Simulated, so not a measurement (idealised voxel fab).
process module | voxel self aligned vias
cross-section cut | 235 nm wide | cells 5 nm
A cross-section is a grid of square cells, given in bands from the top down. A band is one or more rows of cells.
Each band's line starts with the height of the band's top and of its bottom, in nm. Then come its materials from left to right, each with its width in nm. One material with "throughout" fills the band from edge to edge. "air" is empty space.
Height 0 is the level under which the wafer as received is all one material. The lowest band goes on downwards, as in "0 down".
A width such as "30 to 40" changes by the same amount from each row of cells to the next, from the band's top row to its bottom row.
"no change" after a step means that no cell of the cross-section changed.
closed voids: empty space of 8 cells or more with no open way to the top, each as width x height at its distance from the left edge, in nm
after a step's settings: what the simulator itself notes on the step
overlay nm, on a step with a mask: how far to the right of its planned place the mask lay; to the left if negative
plan
1 op RECEIVE | material Si
2 op CONFORMAL_DEP | material SiO2 | thk nm 15
3 op CONFORMAL_DEP | material SiCN | thk nm 5
4 op DIRECTIONAL_DEP | material SiO2 | thk nm 30
5 op MASKED_ETCH | tone open | mask id LINES | width nm 25 | pitch nm 60 | etch materials SiO2 | depth nm 30 | overlay nm 0
6 op CONFORMAL_DEP | material TiN | thk nm 5
7 op FILL_DEP | material W | thk nm 10
8 op CMP | height nm 50
9 op SELECTIVE_ETCH | etch materials W Ru TiN | depth nm 5
10 op FILL_DEP | material SiN | thk nm 5
11 op CMP | height nm 50
12 op DIRECTIONAL_DEP | material SiO2 | thk nm 15
13 op MASKED_ETCH | tone open | mask id VIAS | width nm 35 | pitch nm 60 | etch materials SiO2 | depth nm 15 | overlay nm 0
14 op MASKED_ETCH | tone open | mask id VIAS | width nm 35 | pitch nm 60 | etch materials SiN | depth nm 5 | overlay nm 0
15 op CONFORMAL_DEP | material TiN | thk nm 5
16 op FILL_DEP | material Cu | thk nm 5
17 op CMP | height nm 65
18 op CONFORMAL_DEP | material SiCN | thk nm 5
first wafer, as planned
as received, after step 1
  0 down: Si throughout
  closed voids: none
after step 2
  15 to 0: SiO2 throughout
  below 0: unchanged
after step 3
  20 to 15: SiCN throughout
  below 15: unchanged
after step 4
  50 to 20: SiO2 throughout
  below 20: unchanged
after step 5
  50 to 20: SiO2 75 | air 25 | SiO2 35 | air 25 | SiO2 75
  below 20: unchanged
after step 6
  55 to 50: TiN 80 | air 15 | TiN 45 | air 15 | TiN 80
  50 to 25: SiO2 75 | TiN 5 | air 15 | TiN 5 | SiO2 35 | TiN 5 | air 15 | TiN 5 | SiO2 75
  25 to 20: SiO2 75 | TiN 25 | SiO2 35 | TiN 25 | SiO2 75
  below 20: unchanged
after step 7
  65 to 55: W throughout
  55 to 50: TiN 80 | W 15 | TiN 45 | W 15 | TiN 80
  50 to 25: SiO2 75 | TiN 5 | W 15 | TiN 5 | SiO2 35 | TiN 5 | W 15 | TiN 5 | SiO2 75
  below 25: unchanged
after step 8
  50 to 25: SiO2 75 | TiN 5 | W 15 | TiN 5 | SiO2 35 | TiN 5 | W 15 | TiN 5 | SiO2 75
  below 25: unchanged
after step 9
  50 to 45: SiO2 75 | air 25 | SiO2 35 | air 25 | SiO2 75
  below 45: unchanged
after step 10
  55 to 50: SiN throughout
  50 to 45: SiO2 75 | SiN 25 | SiO2 35 | SiN 25 | SiO2 75
  below 45: unchanged
after step 11
  50 to 45: SiO2 75 | SiN 25 | SiO2 35 | SiN 25 | SiO2 75
  below 45: unchanged
after step 12
  65 to 50: SiO2 throughout
  below 50: unchanged
after step 13
  65 to 50: SiO2 70 | air 35 | SiO2 25 | air 35 | SiO2 70
  below 50: unchanged
after step 14
  65 to 50: SiO2 70 | air 35 | SiO2 25 | air 35 | SiO2 70
  50 to 45: SiO2 75 | air 25 | SiO2 35 | air 25 | SiO2 75
  below 45: unchanged
after step 15
  70 to 65: TiN 75 | air 25 | TiN 35 | air 25 | TiN 75
  65 to 55: SiO2 70 | TiN 5 | air 25 | TiN 5 | SiO2 25 | TiN 5 | air 25 | TiN 5 | SiO2 70
  55 to 50: SiO2 70 | TiN 10 | air 15 | TiN 10 | SiO2 25 | TiN 10 | air 15 | TiN 10 | SiO2 70
  50 to 45: SiO2 75 | TiN 25 | SiO2 35 | TiN 25 | SiO2 75
  below 45: unchanged
after step 16
  75 to 70: Cu throughout
  70 to 65: TiN 75 | Cu 25 | TiN 35 | Cu 25 | TiN 75
  65 to 55: SiO2 70 | TiN 5 | Cu 25 | TiN 5 | SiO2 25 | TiN 5 | Cu 25 | TiN 5 | SiO2 70
  55 to 50: SiO2 70 | TiN 10 | Cu 15 | TiN 10 | SiO2 25 | TiN 10 | Cu 15 | TiN 10 | SiO2 70
  below 50: unchanged
after step 17
  65 to 55: SiO2 70 | TiN 5 | Cu 25 | TiN 5 | SiO2 25 | TiN 5 | Cu 25 | TiN 5 | SiO2 70
  below 55: unchanged
after step 18
  70 to 65: SiCN throughout
  below 65: unchanged
second wafer: like start, like plan, one mistake. Through step 1 it matches the first wafer
when step 2 should have ended
  30 to 0: SiO2 throughout
  below 0: unchanged
when step 3 should have ended
  35 to 30: SiCN throughout
  below 30: unchanged
when step 4 should have ended
  65 to 35: SiO2 throughout
  below 35: unchanged
when step 5 should have ended
  65 to 35: SiO2 75 | air 25 | SiO2 35 | air 25 | SiO2 75
  below 35: unchanged
when step 6 should have ended
  70 to 65: TiN 80 | air 15 | TiN 45 | air 15 | TiN 80
  65 to 40: SiO2 75 | TiN 5 | air 15 | TiN 5 | SiO2 35 | TiN 5 | air 15 | TiN 5 | SiO2 75
  40 to 35: SiO2 75 | TiN 25 | SiO2 35 | TiN 25 | SiO2 75
  below 35: unchanged
when step 7 should have ended
  80 to 70: W throughout
  70 to 65: TiN 80 | W 15 | TiN 45 | W 15 | TiN 80
  65 to 40: SiO2 75 | TiN 5 | W 15 | TiN 5 | SiO2 35 | TiN 5 | W 15 | TiN 5 | SiO2 75
  below 40: unchanged
when step 8 should have ended
  50 to 40: SiO2 75 | TiN 5 | W 15 | TiN 5 | SiO2 35 | TiN 5 | W 15 | TiN 5 | SiO2 75
  below 40: unchanged
when step 9 should have ended
  50 to 45: SiO2 75 | air 25 | SiO2 35 | air 25 | SiO2 75
  below 45: unchanged
when step 10 should have ended
  55 to 50: SiN throughout
  50 to 45: SiO2 75 | SiN 25 | SiO2 35 | SiN 25 | SiO2 75
  below 45: unchanged
when step 11 should have ended
  50 to 45: SiO2 75 | SiN 25 | SiO2 35 | SiN 25 | SiO2 75
  below 45: unchanged
when step 12 should have ended
  65 to 50: SiO2 throughout
  below 50: unchanged
when step 13 should have ended
  65 to 50: SiO2 70 | air 35 | SiO2 25 | air 35 | SiO2 70
  below 50: unchanged
when step 14 should have ended
  65 to 50: SiO2 70 | air 35 | SiO2 25 | air 35 | SiO2 70
  50 to 45: SiO2 75 | air 25 | SiO2 35 | air 25 | SiO2 75
  below 45: unchanged
when step 15 should have ended
  70 to 65: TiN 75 | air 25 | TiN 35 | air 25 | TiN 75
  65 to 55: SiO2 70 | TiN 5 | air 25 | TiN 5 | SiO2 25 | TiN 5 | air 25 | TiN 5 | SiO2 70
  55 to 50: SiO2 70 | TiN 10 | air 15 | TiN 10 | SiO2 25 | TiN 10 | air 15 | TiN 10 | SiO2 70
  50 to 45: SiO2 75 | TiN 25 | SiO2 35 | TiN 25 | SiO2 75
  below 45: unchanged
when step 16 should have ended
  75 to 70: Cu throughout
  70 to 65: TiN 75 | Cu 25 | TiN 35 | Cu 25 | TiN 75
  65 to 55: SiO2 70 | TiN 5 | Cu 25 | TiN 5 | SiO2 25 | TiN 5 | Cu 25 | TiN 5 | SiO2 70
  55 to 50: SiO2 70 | TiN 10 | Cu 15 | TiN 10 | SiO2 25 | TiN 10 | Cu 15 | TiN 10 | SiO2 70
  below 50: unchanged
when step 17 should have ended
  65 to 55: SiO2 70 | TiN 5 | Cu 25 | TiN 5 | SiO2 25 | TiN 5 | Cu 25 | TiN 5 | SiO2 70
  below 55: unchanged
when step 18 should have ended
  70 to 65: SiCN throughout
  below 65: unchanged
what went wrong: step 2 was run twice
at the end the second wafer has, in cells: 30 more of SiO2 | 12 fewer of TiN | 18 fewer of W
